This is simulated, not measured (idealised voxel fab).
process module | voxel local oxidation
cross-section cut | 250 nm wide | cells 5 nm
A cross-section is a grid of square cells, given in bands from the top down. A band is one or more rows of cells.
Each band's line starts with the height of the band's top and of its bottom, in nm. Then come its materials from left to right, each with its width in nm. One material with "throughout" fills the band from edge to edge. "air" is empty space.
Height 0 is the level under which the wafer as received is all one material. The lowest band goes on downwards, as in "0 down".
A width such as "30 to 40" changes by the same amount from each row of cells to the next, from the band's top row to its bottom row.
"no change" after a step means that no cell of the cross-section changed.
closed voids: empty space of 8 cells or more with no open way to the top, each as width x height at its distance from the left edge, in nm
after a step's settings: what the simulator itself notes on the step
overlay nm, on a step with a mask: how far to the right of its planned place the mask lay; to the left if negative
plan
1 op RECEIVE | material Si
2 op OXIDIZE | depth nm 5
3 op CONFORMAL_DEP | material SiN | thk nm 15
4 op DIRECTIONAL_DEP | material aC | thk nm 15
5 op PATTERN | tone cover | mask id ACTIVE | material resist | width nm 85 | thk nm 35 | overlay nm 0
6 op DIRECTIONAL_ETCH | etch materials aC | depth nm 15
7 op STRIP | etch materials resist
8 op DIRECTIONAL_ETCH | etch materials SiN | depth nm 15
9 op STRIP | etch materials aC
10 op SELECTIVE_ETCH | etch materials SiO2 | depth nm 5
11 op OXIDIZE | depth nm 10
12 op STRIP | etch materials SiN
varied across the wafers: width nm of step 5. The plan shows the first wafer's value. All wafers start alike
first wafer as received, after step 1
  0 down: Si throughout
  closed voids: none
first wafer at the end, after step 12
  0 to -5: air 85 | SiO2 75 | air 90
  -5 to -15: SiO2 95 | Si 55 | SiO2 100
  -15 down: Si throughout
  closed voids: none
last wafer at the end
  0 to -5: air 75 | SiO2 100 | air 75
  -5 to -15: SiO2 85 | Si 80 | SiO2 85
  -15 down: Si throughout
  closed voids: none
each wafer at the end: cells of each material gained (+) or lost (-) since it was received, then its closed voids
width nm 85 | -128 Si | +93 SiO2 | closed voids: none
width nm 90 | -126 Si | +92 SiO2 | closed voids: none
width nm 95 | -124 Si | +91 SiO2 | closed voids: none
width nm 100 | -122 Si | +90 SiO2 | closed voids: none
width nm 105 | -120 Si | +89 SiO2 | closed voids: none
width nm 110 | -118 Si | +88 SiO2 | closed voids: none
